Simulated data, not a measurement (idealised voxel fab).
The process module that follows is named voxel double patterning.
We display cut, a cross-section 210 nm in width whose square cells are each 5 nm.
Throughout this document, each cross-section is represented as a grid of square cells and is presented as a sequence of bands enumerated from the top downward, where a band comprises one or more rows of cells.
Heads up on the band format: heights come first, top then bottom, in nm. After that it's the materials left to right, each with its width in nm. A single material flagged "all across" fills the whole band edge to edge, and "air" means there's empty space there.
Ref level 0: as-received wafer is one material below here. Bottom band extends down with no lower bound ("z 0 and below").
With a width like "30->40", each row of cells in the band differs from the next by the same amount, the top row carrying the first number and the bottom row the second.
Any step labelled "no alterations made" changed none of the cells in the cross-section.
Any empty space of 8 cells or more lacking an open way to the top shows up in "Sealed-off cavities" as width x height at distance, distance from the left edge, in nm.
If you see something after the settings on a step's line, that's the simulator's own remark about that step.
On any step carrying a mask, the "overlay nm" setting, if present on the step's line, tells how far right of its planned place the mask lay; negative values point to the left.
-- So here's the lineup of process steps we planned
1: RECEIVE with material Si
2: CONFORMAL_DEP with material SiO2, thk nm 5
3: DIRECTIONAL_DEP with material W, thk nm 20
4: DIRECTIONAL_DEP with material SiN, thk nm 10
5: DIRECTIONAL_DEP with material aC, thk nm 10
6: PATTERN with tone open, mask id FIRST, material resist, width nm 15, pitch nm 50, thk nm 30, overlay nm 0
7: DIRECTIONAL_ETCH with etch materials aC, depth nm 10
8: STRIP with etch materials resist
9: DIRECTIONAL_ETCH with etch materials SiN, depth nm 10
10: STRIP with etch materials aC
11: DIRECTIONAL_DEP with material aC, thk nm 15
12: PATTERN with tone open, mask id SECOND, material resist, width nm 15, thk nm 35, overlay nm 0
13: DIRECTIONAL_ETCH with etch materials aC, depth nm 15
14: STRIP with etch materials resist
15: DIRECTIONAL_ETCH with etch materials SiN, depth nm 10
16: STRIP with etch materials aC
17: DIRECTIONAL_ETCH with etch materials W, depth nm 20
18: STRIP with etch materials SiN
-- Received-state cross-section, reflecting completion of step 1
  z 0 and below  Si all across
  Sealed-off cavities: none
-- One mistake in running the module, otherwise start and plan as above: cross-section at the end
  z 25 to 5  W=70 / air=65 / W=75
  z 5 to 0  SiO2 all across
  z 0 and below  Si all across
  Sealed-off cavities: none
What was the processing mistake? not per plan at step 14, really ran STRIP with etch materials SiN
